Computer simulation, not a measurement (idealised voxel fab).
The following is a process module called voxel self aligned contacts.
Shown is cross-section cut, with a width of 235 nm and square cells of size 5 nm.
In this document a cross-section is written as a grid of square cells. It is given as a series of bands, listed from the top down, and a band is one or more rows of cells.
For a band, the entry starts with two heights in nm, that of the top and then that of the bottom, and carries on with the band's materials in order from left to right, each alongside its width in nm; the word "edge to edge" beside a single material means it fills the band edge to edge, and "blank" means empty space.
Heights are measured from 0, the level below which the as-received wafer is all one material; the lowest band has no bottom and continues downward, written as in "top 0, no bottom".
Top row gets the first number, bottom row gets the second, and each row in between changes by the same step: that is how a band width like "30->40" works.
The designation "same as before", where it is given for a processing step, indicates that no cell of the cross-section was altered in the course of that step.
Listed in "Catalogued sealed voids": every empty space of 8 or more cells without an open way to the top. Form: width x height at distance, the distance being from the left edge, all in nm.
after a step's settings: what the simulator itself notes on the step
The "overlay nm" setting may appear on a step's line; for a step that uses a mask, it gives how far to the right of its planned position the mask lay, and a negative value indicates the left.
Read the rest as pairs. Take the cross-section before one process step, then the cross-section after it, which shows only down to the lowest band that changed. Under the pair, find the step between them and its settings. Bear in mind that pairs may come from different runs of this module on the same starting wafer: link a pair to the pair above it only where its entry headed "Incoming profile" says to.
## Incoming profile
	top 75, bottom 70  Ru edge to edge
	top 70, bottom 65  TiN 100, then Ru 35, then TiN 100
	top 65, bottom 55  SiO2 95, then TiN 5->20, then Ru 35->5, then TiN 5->20, then SiO2 95
	top 55, bottom 35  SiO2 60, then SiN 50, then TiN 5, then Ru 5, then TiN 5, then SiN 50, then SiO2 60
	top 35, bottom 5  SiO2 60, then SiN 10, then polySi 30, then SiN 10, then TiN 5, then Ru 5, then TiN 5, then SiN 10, then polySi 30, then SiN 10, then SiO2 60
	top 5, bottom 0  SiO2 110, then TiN 15, then SiO2 110
	top 0, no bottom  Si edge to edge
	Catalogued sealed voids: none
## Cross-Section Thereafter
	top 60, bottom 55  SiO2 95, then TiN 20, then Ru 5, then TiN 20, then SiO2 95
	Anything lower than 55 is untouched.
	Catalogued sealed voids: none
In between the before and after cross-sections above, the step is CMP with height nm 60
Incoming profile: check the pair just above; its after cross-section is our before state.
## Cross-Section Thereafter
	top 65, bottom 60  SiN edge to edge
	Anything lower than 60 is untouched.
	Catalogued sealed voids: none
In between the before and after cross-sections above, the step is CONFORMAL_DEP with material SiN, thk nm 5
## Incoming profile
	top 65, bottom 55  SiO2 edge to edge
	top 55, bottom 35  SiO2 60, then SiN 50, then SiO2 15, then SiN 50, then SiO2 60
	top 35, bottom 5  SiO2 60, then SiN 10, then polySi 30, then SiN 10, then SiO2 15, then SiN 10, then polySi 30, then SiN 10, then SiO2 60
	top 5, bottom 0  SiO2 edge to edge
	top 0, no bottom  Si edge to edge
	Catalogued sealed voids: none
## Cross-Section Thereafter
	top 85, bottom 65  resist 100, then blank 35, then resist 100
	Anything lower than 65 is untouched.
	Catalogued sealed voids: none
In between the before and after cross-sections above, the step is PATTERN with tone open, mask id CONTACT, material resist, width nm 35, thk nm 20, overlay nm 0
Incoming profile: check the pair just above; its after cross-section is our before state.
## Cross-Section Thereafter
	top 85, bottom 65  resist 100, then blank 35, then resist 100
	top 65, bottom 55  SiO2 100, then blank 35, then SiO2 100
	top 55, bottom 35  SiO2 60, then SiN 50, then blank 15, then SiN 50, then SiO2 60
	top 35, bottom 5  SiO2 60, then SiN 10, then polySi 30, then SiN 10, then blank 15, then SiN 10, then polySi 30, then SiN 10, then SiO2 60
	top 5, bottom 0  SiO2 110, then blank 15, then SiO2 110
	Anything lower than 0 is untouched.
	Catalogued sealed voids: none
In between the before and after cross-sections above, the step is DIRECTIONAL_ETCH with etch materials SiO2, depth nm 65
Incoming profile: check the pair just above; its after cross-section is our before state.
## Cross-Section Thereafter
	top 65, bottom 55  SiO2 100, then blank 35, then SiO2 100
	Anything lower than 55 is untouched.
	Catalogued sealed voids: none
In between the before and after cross-sections above, the step is STRIP with etch materials resist
Incoming profile: check the pair just above; its after cross-section is our before state.
## Cross-Section Thereafter
	top 70, bottom 65  TiN 105, then blank 25, then TiN 105
	top 65, bottom 55  SiO2 100, then TiN 5->15, then blank 25->5, then TiN 5->15, then SiO2 100
	top 55, bottom 35  SiO2 60, then SiN 50, then TiN 5, then blank 5, then TiN 5, then SiN 50, then SiO2 60
	top 35, bottom 5  SiO2 60, then SiN 10, then polySi 30, then SiN 10, then TiN 5, then blank 5, then TiN 5, then SiN 10, then polySi 30, then SiN 10, then SiO2 60
	top 5, bottom 0  SiO2 110, then TiN 15, then SiO2 110
	Anything lower than 0 is untouched.
	Catalogued sealed voids: none
In between the before and after cross-sections above, the step is CONFORMAL_DEP with material TiN, thk nm 5
Incoming profile: check the pair just above; its after cross-section is our before state.
## Cross-Section Thereafter
	top 75, bottom 70  Ru edge to edge
	top 70, bottom 65  TiN 105, then Ru 25, then TiN 105
	top 65, bottom 55  SiO2 100, then TiN 5->15, then Ru 25->5, then TiN 5->15, then SiO2 100
	top 55, bottom 35  SiO2 60, then SiN 50, then TiN 5, then Ru 5, then TiN 5, then SiN 50, then SiO2 60
	top 35, bottom 5  SiO2 60, then SiN 10, then polySi 30, then SiN 10, then TiN 5, then Ru 5, then TiN 5, then SiN 10, then polySi 30, then SiN 10, then SiO2 60
	Anything lower than 5 is untouched.
	Catalogued sealed voids: none
In between the before and after cross-sections above, the step is FILL_DEP with material Ru, thk nm 5
Incoming profile: check the pair just above; its after cross-section is our before state.
## Cross-Section Thereafter
	top 65, bottom 55  SiO2 100, then TiN 5->15, then Ru 25->5, then TiN 5->15, then SiO2 100
	Anything lower than 55 is untouched.
	Catalogued sealed voids: none
In between the before and after cross-sections above, the step is CMP with height nm 65
Incoming profile: check the pair just above; its after cross-section is our before state.
## Cross-Section Thereafter
	top 70, bottom 65  SiN edge to edge
	Anything lower than 65 is untouched.
	Catalogued sealed voids: none
In between the before and after cross-sections above, the step is CONFORMAL_DEP with material SiN, thk nm 5
## Incoming profile
	top 65, bottom 55  SiO2 edge to edge
	top 55, bottom 35  SiO2 60, then SiN 50, then SiO2 15, then SiN 50, then SiO2 60
	top 35, bottom 5  SiO2 60, then SiN 10, then polySi 30, then SiN 10, then SiO2 15, then SiN 10, then polySi 30, then SiN 10, then SiO2 60
	top 5, bottom 0  SiO2 edge to edge
	top 0, no bottom  Si edge to edge
	Catalogued sealed voids: none
## Cross-Section Thereafter
	top 85, bottom 65  resist 85, then blank 45, then resist 105
	Anything lower than 65 is untouched.
	Catalogued sealed voids: none
In between the before and after cross-sections above, the step is PATTERN with tone open, mask id CONTACT, material resist, width nm 45, thk nm 20, overlay nm -10
Incoming profile: check the pair just above; its after cross-section is our before state.
## Cross-Section Thereafter
	top 85, bottom 65  resist 85, then blank 45, then resist 105
	top 65, bottom 55  SiO2 85, then blank 45, then SiO2 105
	top 55, bottom 35  SiO2 60, then SiN 50, then blank 15, then SiN 50, then SiO2 60
	top 35, bottom 5  SiO2 60, then SiN 10, then polySi 30, then SiN 10, then blank 15, then SiN 10, then polySi 30, then SiN 10, then SiO2 60
	top 5, bottom 0  SiO2 110, then blank 15, then SiO2 110
	Anything lower than 0 is untouched.
	Catalogued sealed voids: none
In between the before and after cross-sections above, the step is DIRECTIONAL_ETCH with etch materials SiO2, depth nm 65
Incoming profile: check the pair just above; its after cross-section is our before state.
## Cross-Section Thereafter
	top 65, bottom 55  SiO2 85, then blank 45, then SiO2 105
	Anything lower than 55 is untouched.
	Catalogued sealed voids: none
In between the before and after cross-sections above, the step is STRIP with etch materials resist
Incoming profile: check the pair just above; its after cross-section is our before state.
## Cross-Section Thereafter
	top 70, bottom 65  TiN 90, then blank 35, then TiN 110
	top 65, bottom 55  SiO2 85, then TiN 5->30, then blank 35->5, then TiN 5->10, then SiO2 105
	top 55, bottom 35  SiO2 60, then SiN 50, then TiN 5, then blank 5, then TiN 5, then SiN 50, then SiO2 60
	top 35, bottom 5  SiO2 60, then SiN 10, then polySi 30, then SiN 10, then TiN 5, then blank 5, then TiN 5, then SiN 10, then polySi 30, then SiN 10, then SiO2 60
	top 5, bottom 0  SiO2 110, then TiN 15, then SiO2 110
	Anything lower than 0 is untouched.
	Catalogued sealed voids: none
In between the before and after cross-sections above, the step is CONFORMAL_DEP with material TiN, thk nm 5
Incoming profile: check the pair just above; its after cross-section is our before state.
## Cross-Section Thereafter
	top 75, bottom 70  Ru edge to edge
	top 70, bottom 65  TiN 90, then Ru 35, then TiN 110
	top 65, bottom 55  SiO2 85, then TiN 5->30, then Ru 35->5, then TiN 5->10, then SiO2 105
	top 55, bottom 35  SiO2 60, then SiN 50, then TiN 5, then Ru 5, then TiN 5, then SiN 50, then SiO2 60
	top 35, bottom 5  SiO2 60, then SiN 10, then polySi 30, then SiN 10, then TiN 5, then Ru 5, then TiN 5, then SiN 10, then polySi 30, then SiN 10, then SiO2 60
	Anything lower than 5 is untouched.
	Catalogued sealed voids: none
In between the before and after cross-sections above, the step is FILL_DEP with material Ru, thk nm 5
Incoming profile: check the pair just above; its after cross-section is our before state.
## Cross-Section Thereafter
	top 65, bottom 55  SiO2 85, then TiN 5->30, then Ru 35->5, then TiN 5->10, then SiO2 105
	Anything lower than 55 is untouched.
	Catalogued sealed voids: none
In between the before and after cross-sections above, the step is CMP with height nm 65
Incoming profile: check the pair just above; its after cross-section is our before state.
## Cross-Section Thereafter
	top 70, bottom 65  SiN edge to edge
	Anything lower than 65 is untouched.
	Catalogued sealed voids: none
In between the before and after cross-sections above, the step is CONFORMAL_DEP with material SiN, thk nm 5
## Incoming profile
	top 65, bottom 55  SiO2 95, then blank 45, then SiO2 95
	top 55, bottom 35  SiO2 60, then SiN 50, then blank 15, then SiN 50, then SiO2 60
	top 35, bottom 5  SiO2 60, then SiN 10, then polySi 30, then SiN 10, then blank 15, then SiN 10, then polySi 30, then SiN 10, then SiO2 60
	top 5, bottom 0  SiO2 110, then blank 15, then SiO2 110
	top 0, no bottom  Si edge to edge
	Catalogued sealed voids: none
## Cross-Section Thereafter
	top 70, bottom 60  SiO2 100, then blank 35, then SiO2 100
	top 60, bottom 55  SiO2 115, then blank 5, then SiO2 115
	top 55, bottom 35  SiO2 60, then SiN 50, then SiO2 5, then blank 5, then SiO2 5, then SiN 50, then SiO2 60
	top 35, bottom 5  SiO2 60, then SiN 10, then polySi 30, then SiN 10, then SiO2 5, then blank 5, then SiO2 5, then SiN 10, then polySi 30, then SiN 10, then SiO2 60
	top 5, bottom 0  SiO2 edge to edge
	Anything lower than 0 is untouched.
	Catalogued sealed voids: none
In between the before and after cross-sections above, the step is CONFORMAL_DEP with material SiO2, thk nm 5
Incoming profile: check the pair just above; its after cross-section is our before state.
## Cross-Section Thereafter
	top 75, bottom 70  Ru edge to edge
	top 70, bottom 60  SiO2 100, then Ru 35, then SiO2 100
	top 60, bottom 55  SiO2 115, then Ru 5, then SiO2 115
	top 55, bottom 35  SiO2 60, then SiN 50, then SiO2 5, then Ru 5, then SiO2 5, then SiN 50, then SiO2 60
	top 35, bottom 5  SiO2 60, then SiN 10, then polySi 30, then SiN 10, then SiO2 5, then Ru 5, then SiO2 5, then SiN 10, then polySi 30, then SiN 10, then SiO2 60
	Anything lower than 5 is untouched.
	Catalogued sealed voids: none
In between the before and after cross-sections above, the step is FILL_DEP with material Ru, thk nm 5
Incoming profile: check the pair just above; its after cross-section is our before state.
## Cross-Section Thereafter
	top 65, bottom 55  SiO2 100->115, then Ru 35->5, then SiO2 100->115
	Anything lower than 55 is untouched.
	Catalogued sealed voids: none
In between the before and after cross-sections above, the step is CMP with height nm 65
Incoming profile: check the pair just above; its after cross-section is our before state.
## Cross-Section Thereafter
	top 70, bottom 65  SiN edge to edge
	Anything lower than 65 is untouched.
	Catalogued sealed voids: none
In between the before and after cross-sections above, the step is CONFORMAL_DEP with material SiN, thk nm 5
## Incoming profile
	top 65, bottom 55  SiO2 edge to edge
	top 55, bottom 35  SiO2 60, then SiN 50, then SiO2 15, then SiN 50, then SiO2 60
	top 35, bottom 5  SiO2 60, then SiN 10, then polySi 30, then SiN 10, then SiO2 15, then SiN 10, then polySi 30, then SiN 10, then SiO2 60
	top 5, bottom 0  SiO2 edge to edge
	top 0, no bottom  Si edge to edge
	Catalogued sealed voids: none
## Cross-Section Thereafter
	top 85, bottom 65  blank 95, then resist 45, then blank 95
	Anything lower than 65 is untouched.
	Catalogued sealed voids: none
In between the before and after cross-sections above, the step is PATTERN with tone cover, mask id CONTACT, material resist, width nm 45, thk nm 20, overlay nm 0
Incoming profile: check the pair just above; its after cross-section is our before state.
## Cross-Section Thereafter
	top 85, bottom 65  blank 95, then resist 45, then blank 95
	top 65, bottom 55  blank 95, then SiO2 45, then blank 95
	top 55, bottom 35  blank 60, then SiN 50, then SiO2 15, then SiN 50, then blank 60
	top 35, bottom 5  blank 60, then SiN 10, then polySi 30, then SiN 10, then SiO2 15, then SiN 10, then polySi 30, then SiN 10, then blank 60
	top 5, bottom 0  blank 60, then SiO2 115, then blank 60
	Anything lower than 0 is untouched.
	Catalogued sealed voids: none
In between the before and after cross-sections above, the step is DIRECTIONAL_ETCH with etch materials SiO2, depth nm 65
Incoming profile: check the pair just above; its after cross-section is our before state.
## Cross-Section Thereafter
	top 65, bottom 55  blank 95, then SiO2 45, then blank 95
	Anything lower than 55 is untouched.
	Catalogued sealed voids: none
In between the before and after cross-sections above, the step is STRIP with etch materials resist
Incoming profile: check the pair just above; its after cross-section is our before state.
## Cross-Section Thereafter
	top 70, bottom 65  blank 90, then TiN 55, then blank 90
	top 65, bottom 55  blank 90->55, then TiN 5->40, then SiO2 45, then TiN 5->40, then blank 90->55
	top 55, bottom 35  blank 55, then TiN 5, then SiN 50, then SiO2 15, then SiN 50, then TiN 5, then blank 55
	top 35, bottom 5  blank 55, then TiN 5, then SiN 10, then polySi 30, then SiN 10, then SiO2 15, then SiN 10, then polySi 30, then SiN 10, then TiN 5, then blank 55
	top 5, bottom 0  TiN 60, then SiO2 115, then TiN 60
	Anything lower than 0 is untouched.
	Catalogued sealed voids: none
In between the before and after cross-sections above, the step is CONFORMAL_DEP with material TiN, thk nm 5
Incoming profile: check the pair just above; its after cross-section is our before state.
## Cross-Section Thereafter
	top 75, bottom 70  Ru edge to edge
	top 70, bottom 65  Ru 90, then TiN 55, then Ru 90
	top 65, bottom 55  Ru 90->55, then TiN 5->40, then SiO2 45, then TiN 5->40, then Ru 90->55
	top 55, bottom 35  Ru 55, then TiN 5, then SiN 50, then SiO2 15, then SiN 50, then TiN 5, then Ru 55
	top 35, bottom 5  Ru 55, then TiN 5, then SiN 10, then polySi 30, then SiN 10, then SiO2 15, then SiN 10, then polySi 30, then SiN 10, then TiN 5, then Ru 55
	Anything lower than 5 is untouched.
	Catalogued sealed voids: none
In between the before and after cross-sections above, the step is FILL_DEP with material Ru, thk nm 5
Incoming profile: check the pair just above; its after cross-section is our before state.
## Cross-Section Thereafter
	top 65, bottom 55  Ru 90->55, then TiN 5->40, then SiO2 45, then TiN 5->40, then Ru 90->55
	Anything lower than 55 is untouched.
	Catalogued sealed voids: none
In between the before and after cross-sections above, the step is CMP with height nm 65
Incoming profile: check the pair just above; its after cross-section is our before state.
## Cross-Section Thereafter
	top 70, bottom 65  SiN edge to edge
	Anything lower than 65 is untouched.
	Catalogued sealed voids: none
In between the before and after cross-sections above, the step is CONFORMAL_DEP with material SiN, thk nm 5
